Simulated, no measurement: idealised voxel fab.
process module | voxel capacitor over wiring
cross-section cut | 245 nm wide | cells 5 nm
A cross-section is a grid of square cells, given in bands from the top down. A band is one or more rows of cells.
Each band's line starts with the height of the band's top and of its bottom, in nm. Then come its materials from left to right, each with its width in nm. One material with "throughout" fills the band from edge to edge. "air" is empty space.
Height 0 is the level under which the wafer as received is all one material. The lowest band goes on downwards, as in "0 down".
A width such as "30 to 40" changes by the same amount from each row of cells to the next, from the band's top row to its bottom row.
"no change" after a step means that no cell of the cross-section changed.
closed voids: empty space of 8 cells or more with no open way to the top, each as width x height at its distance from the left edge, in nm
after a step's settings: what the simulator itself notes on the step
overlay nm, on a step with a mask: how far to the right of its planned place the mask lay; to the left if negative
plan
1 op RECEIVE | material Si
2 op CONFORMAL_DEP | material SiO2 | thk nm 15
3 op CONFORMAL_DEP | material SiN | thk nm 5
4 op DIRECTIONAL_DEP | material SiO2 | thk nm 25
5 op DIRECTIONAL_DEP | material aC | thk nm 10
6 op PATTERN | tone open | mask id METAL_1 | material resist | width nm 30 | pitch nm 95 | thk nm 30 | overlay nm -15
7 op DIRECTIONAL_ETCH | etch materials aC | depth nm 10
8 op STRIP | etch materials resist
9 op DIRECTIONAL_ETCH | etch materials SiO2 | depth nm 25
10 op DIRECTIONAL_ETCH | etch materials SiN | depth nm 5
11 op STRIP | etch materials aC
12 op CONFORMAL_DEP | material TiN | thk nm 5
13 op FILL_DEP | material Cu | thk nm 10
14 op CMP | height nm 45
15 op CONFORMAL_DEP | material SiCN | thk nm 5
16 op DIRECTIONAL_DEP | material SiO2 | thk nm 15
17 op PATTERN | tone open | mask id PLUG_1 | material resist | width nm 15 | thk nm 20 | overlay nm 0
18 op DIRECTIONAL_ETCH | etch materials SiO2 | depth nm 15
19 op DIRECTIONAL_ETCH | etch materials SiCN | depth nm 5
20 op STRIP | etch materials resist
21 op CONFORMAL_DEP | material TiN | thk nm 5
22 op FILL_DEP | material Cu | thk nm 10
23 op CMP | height nm 65
24 op DIRECTIONAL_DEP | material TiN | thk nm 10
25 op DIRECTIONAL_DEP | material HfO2 | thk nm 5
26 op DIRECTIONAL_DEP | material TiN | thk nm 5
27 op PATTERN | tone cover | mask id UPPER_PLATE | material resist | width nm 70 | thk nm 15 | overlay nm 0
28 op DIRECTIONAL_ETCH | etch materials TiN | depth nm 5
29 op DIRECTIONAL_ETCH | etch materials HfO2 | depth nm 5
30 op STRIP | etch materials resist
31 op DIRECTIONAL_DEP | material aC | thk nm 10
32 op PATTERN | tone cover | mask id LOWER_PLATE | material resist | width nm 80 | thk nm 30 | overlay nm 0
33 op DIRECTIONAL_ETCH | etch materials aC | depth nm 10
34 op STRIP | etch materials resist
35 op DIRECTIONAL_ETCH | etch materials TiN | depth nm 10
36 op STRIP | etch materials aC
37 op FILL_DEP | material SiO2 | thk nm 15
38 op CMP | height nm 95
39 op DIRECTIONAL_DEP | material aC | thk nm 15
40 op PATTERN | tone open | mask id PLUG_2 | material resist | width nm 15 | thk nm 35 | overlay nm 0
41 op DIRECTIONAL_ETCH | etch materials aC | depth nm 15
42 op STRIP | etch materials resist
43 op DIRECTIONAL_ETCH | etch materials SiO2 | depth nm 10
44 op STRIP | etch materials aC
45 op CONFORMAL_DEP | material TiN | thk nm 5
46 op FILL_DEP | material W | thk nm 10
47 op CMP | height nm 95
48 op CONFORMAL_DEP | material SiN | thk nm 5
varied across the wafers: overlay nm of step 6. The plan shows the first wafer's value. All wafers start alike
first wafer as received, after step 1
  0 down: Si throughout
  closed voids: none
first wafer at the end, after step 48
  100 to 95: SiN throughout
  95 to 90: SiO2 85 | TiN 5 | W 5 | TiN 5 | SiO2 145
  90 to 80: SiO2 85 to 75 | TiN 15 to 70 | SiO2 145 to 100
  80 to 75: SiO2 75 | HfO2 70 | SiO2 100
  75 to 65: SiO2 70 | TiN 80 | SiO2 95
  65 to 50: SiO2 75 | TiN 5 | Cu 5 | TiN 5 | SiO2 155
  50 to 45: SiCN 75 | TiN 15 | SiCN 155
  45 to 20: SiO2 45 | TiN 5 | Cu 20 | TiN 5 | SiO2 65 | TiN 5 | Cu 20 | TiN 5 | SiO2 75
  20 to 15: SiN 45 | TiN 30 | SiN 65 | TiN 30 | SiN 75
  15 to 0: SiO2 throughout
  0 down: Si throughout
  closed voids: none
last wafer at the end
  100 to 95: SiN throughout
  95 to 90: SiO2 85 | TiN 5 | W 5 | TiN 5 | SiO2 145
  90 to 80: SiO2 85 to 75 | TiN 15 to 70 | SiO2 145 to 100
  80 to 75: SiO2 75 | HfO2 70 | SiO2 100
  75 to 65: SiO2 70 | TiN 80 | SiO2 95
  65 to 50: SiO2 75 | TiN 5 | Cu 5 | TiN 5 | SiO2 155
  50 to 45: SiCN 75 | TiN 15 | SiCN 155
  45 to 20: SiO2 75 | TiN 5 | Cu 20 | TiN 5 | SiO2 65 | TiN 5 | Cu 20 | TiN 5 | SiO2 45
  20 to 15: SiN 75 | TiN 30 | SiN 65 | TiN 30 | SiN 45
  15 to 0: SiO2 throughout
  0 down: Si throughout
  closed voids: none
each wafer at the end: cells of each material gained (+) or lost (-) since it was received, then its closed voids
overlay nm -15 | +43 Cu | +14 HfO2 | +46 SiCN | +86 SiN | +698 SiO2 | +92 TiN | +1 W | closed voids: none
overlay nm -10 | +43 Cu | +14 HfO2 | +46 SiCN | +86 SiN | +698 SiO2 | +92 TiN | +1 W | closed voids: none
overlay nm -5 | +43 Cu | +14 HfO2 | +46 SiCN | +86 SiN | +698 SiO2 | +92 TiN | +1 W | closed voids: none
overlay nm 0 | +43 Cu | +14 HfO2 | +46 SiCN | +86 SiN | +698 SiO2 | +92 TiN | +1 W | closed voids: none
overlay nm 5 | +43 Cu | +14 HfO2 | +46 SiCN | +86 SiN | +698 SiO2 | +92 TiN | +1 W | closed voids: none
overlay nm 10 | +43 Cu | +14 HfO2 | +46 SiCN | +86 SiN | +698 SiO2 | +92 TiN | +1 W | closed voids: none
overlay nm 15 | +43 Cu | +14 HfO2 | +46 SiCN | +86 SiN | +698 SiO2 | +92 TiN | +1 W | closed voids: none
